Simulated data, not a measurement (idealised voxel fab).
This section sets out a process module, namely voxel transistor to metal.
In the cross-section labelled cut, the width is 165 nm and each square cell is 5 nm.
Heads up, the way a cross-section reads in here is a grid of square cells, handed over as bands from the top down, with every band being one or more rows of cells.
Look at the band entry: it leads with the top's height and the bottom's height in nm. Then it lists the materials left to right, with a width in nm for each. The word "throughout" on a single material says that material fills the band edge to edge. The word "air" is empty space.
Height reference: 0 = level under which incoming wafer is all one material. Lowest band: no bottom, runs on downward, e.g. "from 0 down".
You'd read "30 to 40" like this: the band's top row of cells is as wide as the first number, its bottom row is as wide as the second, and going down, every row changes width by the same amount as the row before did.
Any step labelled "nothing different" changed none of the cells in the cross-section.
"Enclosed void list" contains a list of empty spaces, each no smaller than 8 cells and without an open way to the top, written in the form width x height at distance with the distance from the left edge and all three in nm.
Note: text after step settings on the step line = simulator remark on that step.
When a step includes a mask, the "overlay nm" setting on its line states how far to the right of its planned place that mask lay, and negative values state how far to the left.
[The process steps that were planned are listed below]
1) RECEIVE,material Si
2) OXIDIZE,depth nm 5
3) CONFORMAL_DEP,material SiN,thk nm 10
4) MASKED_ETCH,tone cover,mask id ACTIVE,width nm 115,etch materials SiN,depth nm 10,overlay nm 0
5) MASKED_ETCH,tone cover,mask id ACTIVE,width nm 115,etch materials SiO2,depth nm 5,overlay nm 0
6) MASKED_ETCH,tone cover,mask id ACTIVE,width nm 115,etch materials Si,depth nm 35,overlay nm 0
7) OXIDIZE,depth nm 5
8) FILL_DEP,material SiO2,thk nm 15
9) CMP,height nm 10
10) SELECTIVE_ETCH,etch materials SiO2,depth nm 10
11) STRIP,etch materials SiN
12) SELECTIVE_ETCH,etch materials SiO2,depth nm 5
13) OXIDIZE,depth nm 5
14) DIRECTIONAL_DEP,material polySi,thk nm 25
15) DIRECTIONAL_DEP,material SiCN,thk nm 10
16) MASKED_ETCH,tone cover,mask id GATE,width nm 35,etch materials SiCN,depth nm 20,overlay nm 0
17) MASKED_ETCH,tone cover,mask id GATE,width nm 35,etch materials polySi,depth nm 35,overlay nm 0
18) CONFORMAL_DEP,material SiN,thk nm 10
19) DIRECTIONAL_ETCH,etch materials SiN,depth nm 10
20) DIRECTIONAL_ETCH,etch materials SiO2,depth nm 5
21) DIRECTIONAL_ETCH,etch materials Si,depth nm 5
22) EPI,material SiGe,thk nm 5
23) FILL_DEP,material SiO2,thk nm 10
24) CMP,height nm 20
25) STRIP,etch materials polySi
26) SELECTIVE_ETCH,etch materials SiO2,depth nm 5
27) CONFORMAL_DEP,material HfO2,thk nm 5
28) CONFORMAL_DEP,material TiN,thk nm 5
29) FILL_DEP,material W,thk nm 5
30) CMP,height nm 15
31) DIRECTIONAL_DEP,material SiO2,thk nm 10
32) DIRECTIONAL_DEP,material aC,thk nm 10
33) PATTERN,tone open,mask id CONTACT,material resist,width nm 20,pitch nm 85,thk nm 30,overlay nm 0
34) DIRECTIONAL_ETCH,etch materials aC,depth nm 10
35) STRIP,etch materials resist
36) DIRECTIONAL_ETCH,etch materials SiO2,depth nm 35
37) STRIP,etch materials aC
38) CONFORMAL_DEP,material TiN,thk nm 5
39) FILL_DEP,material W,thk nm 5
40) CMP,height nm 25
41) DIRECTIONAL_DEP,material TiN,thk nm 5
42) DIRECTIONAL_DEP,material W,thk nm 25
43) MASKED_ETCH,tone cover,mask id METAL_1,width nm 20,pitch nm 85,etch materials W,depth nm 25,overlay nm 0
44) MASKED_ETCH,tone cover,mask id METAL_1,width nm 20,pitch nm 85,etch materials TiN,depth nm 5,overlay nm 0
45) CONFORMAL_DEP,material SiN,thk nm 5
46) FILL_DEP,material lowk,thk nm 5
47) CMP,height nm 55
48) CONFORMAL_DEP,material SiCN,thk nm 5
[Received-state cross-section, reflecting completion of step 1]
from 0 down: Si throughout
Enclosed void list: none
[First of two wafers, end-of-module section, run followed plan]
from 60 to 55: SiCN throughout
from 55 to 30: lowk=25, then SiN=5, then W=20, then SiN=5, then lowk=55, then SiN=5, then W=20, then SiN=5, then lowk=25
from 30 to 25: SiN=30, then TiN=20, then SiN=65, then TiN=20, then SiN=30
from 25 to 15: SiO2=30, then TiN=5, then W=10, then TiN=5, then SiO2=65, then TiN=5, then W=10, then TiN=5, then SiO2=30
from 15 to 0: SiO2=30, then TiN=5, then W=10, then TiN=5, then SiO2=5, then SiN=10, then HfO2=5, then TiN=5, then W=15, then TiN=5, then HfO2=5, then SiN=10, then SiO2=5, then TiN=5, then W=10, then TiN=5, then SiO2=30
from 0 to -5: SiO2=30, then TiN=5, then W=10, then TiN=5, then SiO2=5, then SiN=10, then HfO2=5, then TiN=25, then HfO2=5, then SiN=10, then SiO2=5, then TiN=5, then W=10, then TiN=5, then SiO2=30
from -5 to -10: SiO2=30, then TiN=20, then SiGe=5, then SiO2=5, then HfO2=45, then SiO2=5, then SiGe=5, then TiN=20, then SiO2=30
from -10 to -15: SiO2=30, then SiGe=25, then Si=55, then SiGe=25, then SiO2=30
from -15 to -45: SiO2=30, then Si=105, then SiO2=30
from -45 down: Si throughout
Enclosed void list: none
[The second wafer, shown in cross-section after the module: started the same way as the first and given the same plan, yet one mistake crept into how it was run]
from 60 to 55: SiCN throughout
from 55 to 35: lowk=25, then SiN=5, then W=20, then SiN=5, then lowk=55, then SiN=5, then W=20, then SiN=5, then lowk=25
from 35 to 30: lowk=20, then SiN=10, then W=20, then SiN=10, then lowk=45, then SiN=10, then W=20, then SiN=10, then lowk=20
from 30 to 25: SiN=25, then TiN=30, then SiN=55, then TiN=30, then SiN=25
from 25 to 15: SiO2=30, then TiN=5, then W=10, then TiN=5, then SiO2=65, then TiN=5, then W=10, then TiN=5, then SiO2=30
from 15 to 0: SiO2=30, then TiN=5, then W=10, then TiN=5, then SiO2=5, then SiN=10, then HfO2=5, then TiN=5, then W=15, then TiN=5, then HfO2=5, then SiN=10, then SiO2=5, then TiN=5, then W=10, then TiN=5, then SiO2=30
from 0 to -5: SiO2=30, then TiN=5, then W=10, then TiN=5, then SiO2=5, then SiN=10, then HfO2=5, then TiN=25, then HfO2=5, then SiN=10, then SiO2=5, then TiN=5, then W=10, then TiN=5, then SiO2=30
from -5 to -10: SiO2=30, then TiN=20, then SiGe=5, then SiO2=5, then HfO2=45, then SiO2=5, then SiGe=5, then TiN=20, then SiO2=30
from -10 to -15: SiO2=30, then SiGe=25, then Si=55, then SiGe=25, then SiO2=30
from -15 to -45: SiO2=30, then Si=105, then SiO2=30
from -45 down: Si throughout
Enclosed void list: none
Deviation from plan: heads up, step 44 didn't go per plan, it actually ran as MASKED_ETCH,tone cover,mask id METAL_1,width nm 30,pitch nm 85,etch materials TiN,depth nm 5,overlay nm 0
Looking at both finished wafers in cells, the second ends up ahead of or behind the first on some materials: 4 more of TiN; 4 fewer of lowk
